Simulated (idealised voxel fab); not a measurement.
Process module, titled voxel gate over fins
The cross-section shown here is cut; it is 210 nm wide and divided into square cells measuring 5 nm on a side.
When this document writes out a cross-section, it uses a grid of square cells and lists it as bands, beginning at the top and moving down, with a band standing for one or more rows of cells.
For a band, the entry starts with two heights in nm, that of the top and then that of the bottom, and carries on with the band's materials in order from left to right, each alongside its width in nm; the word "full width" beside a single material means it fills the band edge to edge, and "air" means empty space.
Height reference: 0 = level under which incoming wafer is all one material. Lowest band: no bottom, runs on downward, e.g. "0 nm and below".
The expression "30..40" gives the width at the extremes of the band, the first number at its top row of cells and the second at its bottom row, with the width changing by equal amounts from each row to the next in between.
"identical to before" (step): cross-section cells unchanged, all of them.
Voids not open to the top, 8 cells minimum: see "Entrapped void list". Written width x height at distance; distance is from the left edge; nm.
Whatever follows a step's settings on its line is a remark the simulator itself makes about that step.
"overlay nm" on a masked step: distance the mask lay right of its planned place, negative for left.
### Intended process steps
- 1: RECEIVE, material Si
- 2: CONFORMAL_DEP, material SiN, thk nm 10
- 3: DIRECTIONAL_DEP, material aC, thk nm 10
- 4: PATTERN, tone cover, mask id FINS, material resist, width nm 15, pitch nm 55, thk nm 30, overlay nm 0
- 5: DIRECTIONAL_ETCH, etch materials aC, depth nm 10
- 6: STRIP, etch materials resist
- 7: DIRECTIONAL_ETCH, etch materials SiN, depth nm 10
- 8: DIRECTIONAL_ETCH, etch materials Si, depth nm 35
- 9: STRIP, etch materials aC
- 10: FILL_DEP, material SiO2, thk nm 15
- 11: CMP, height nm 10
- 12: DIRECTIONAL_DEP, material aC, thk nm 10
- 13: PATTERN, tone open, mask id RAIL, material resist, width nm 15, thk nm 25, overlay nm 0
- 14: DIRECTIONAL_ETCH, etch materials aC, depth nm 10
- 15: STRIP, etch materials resist
- 16: DIRECTIONAL_ETCH, etch materials SiO2, depth nm 40
- 17: STRIP, etch materials aC
- 18: CONFORMAL_DEP, material TiN, thk nm 5
- 19: FILL_DEP, material W, thk nm 10
- 20: CMP, height nm 10
- 21: SELECTIVE_ETCH, etch materials W Ru TiN, depth nm 30
- 22: FILL_DEP, material SiO2, thk nm 5
- 23: CMP, height nm 10
- 24: SELECTIVE_ETCH, etch materials SiO2, depth nm 20
- 25: STRIP, etch materials SiN
- 26: CONFORMAL_DEP, material HfO2, thk nm 5
- 27: CONFORMAL_DEP, material TiN, thk nm 5
- 28: CONFORMAL_DEP, material TiAl, thk nm 5
- 29: CONFORMAL_DEP, material TiN, thk nm 5
- 30: FILL_DEP, material W, thk nm 15
- 31: CMP, height nm 30
- 32: CONFORMAL_DEP, material SiCN, thk nm 10
### Cross-section of the wafer at receipt, which is the condition after step 1
0 nm and below = Si full width
Entrapped void list: none
### Final wafer profile in cross-section after the module, from the same start and plan as above, with one mistake made during processing
40 nm to 30 nm = SiCN full width
30 nm to 20 nm = W full width
20 nm to 15 nm = 20 W; 165 TiN; 25 W
15 nm to 10 nm = 20 W; 5 TiN; 45 TiAl; 10 TiN; 45 TiAl; 10 TiN; 45 TiAl; 5 TiN; 25 W
10 nm to 5 nm = 20 W; 5 TiN; 5 TiAl; 35 TiN; 5 TiAl; 10 TiN; 5 TiAl; 35 TiN; 5 TiAl; 10 TiN; 5 TiAl; 35 TiN; 5 TiAl; 5 TiN; 25 W
5 nm to 0 nm = 20 W; 5 TiN; 5 TiAl; 5 TiN; 25 HfO2; 5 TiN; 5 TiAl; 10 TiN; 5 TiAl; 5 TiN; 25 HfO2; 5 TiN; 5 TiAl; 10 TiN; 5 TiAl; 5 TiN; 25 HfO2; 5 TiN; 5 TiAl; 5 TiN; 25 W
0 nm to -5 nm = 20 W; 5 TiN; 5 TiAl; 5 TiN; 5 HfO2; 15 Si; 5 HfO2; 5 TiN; 5 TiAl; 10 TiN; 5 TiAl; 5 TiN; 5 HfO2; 15 Si; 5 HfO2; 5 TiN; 5 TiAl; 10 TiN; 5 TiAl; 5 TiN; 5 HfO2; 15 Si; 5 HfO2; 5 TiN; 5 TiAl; 5 TiN; 25 W
-5 nm to -10 nm = 20 W; 5 TiN; 5 TiAl; 5 TiN; 5 HfO2; 15 Si; 5 HfO2; 5 TiN; 20 TiAl; 5 TiN; 5 HfO2; 15 Si; 5 HfO2; 5 TiN; 5 TiAl; 10 TiN; 5 TiAl; 5 TiN; 5 HfO2; 15 Si; 5 HfO2; 5 TiN; 5 TiAl; 5 TiN; 25 W
-10 nm to -15 nm = 25 TiN; 5 TiAl; 5 TiN; 5 HfO2; 15 Si; 5 HfO2; 30 TiN; 5 HfO2; 15 Si; 5 HfO2; 5 TiN; 5 TiAl; 10 TiN; 5 TiAl; 5 TiN; 5 HfO2; 15 Si; 5 HfO2; 5 TiN; 5 TiAl; 30 TiN
-15 nm to -20 nm = 30 TiAl; 5 TiN; 5 HfO2; 15 Si; 30 HfO2; 5 TiN; 5 HfO2; 15 Si; 5 HfO2; 5 TiN; 20 TiAl; 5 TiN; 5 HfO2; 15 Si; 5 HfO2; 5 TiN; 35 TiAl
-20 nm to -25 nm = 35 TiN; 5 HfO2; 15 Si; 10 HfO2; 5 TiN; 5 W; 5 TiN; 5 HfO2; 5 TiN; 5 HfO2; 15 Si; 5 HfO2; 30 TiN; 5 HfO2; 15 Si; 5 HfO2; 40 TiN
-25 nm to -30 nm = 40 HfO2; 15 Si; 10 HfO2; 15 TiN; 15 HfO2; 15 Si; 40 HfO2; 15 Si; 45 HfO2
-30 nm to -35 nm = 40 SiO2; 15 Si; 40 SiO2; 15 Si; 40 SiO2; 15 Si; 45 SiO2
-35 nm and below = Si full width
Entrapped void list: none
Deviation from plan: step 24 of the plan was executed twice over
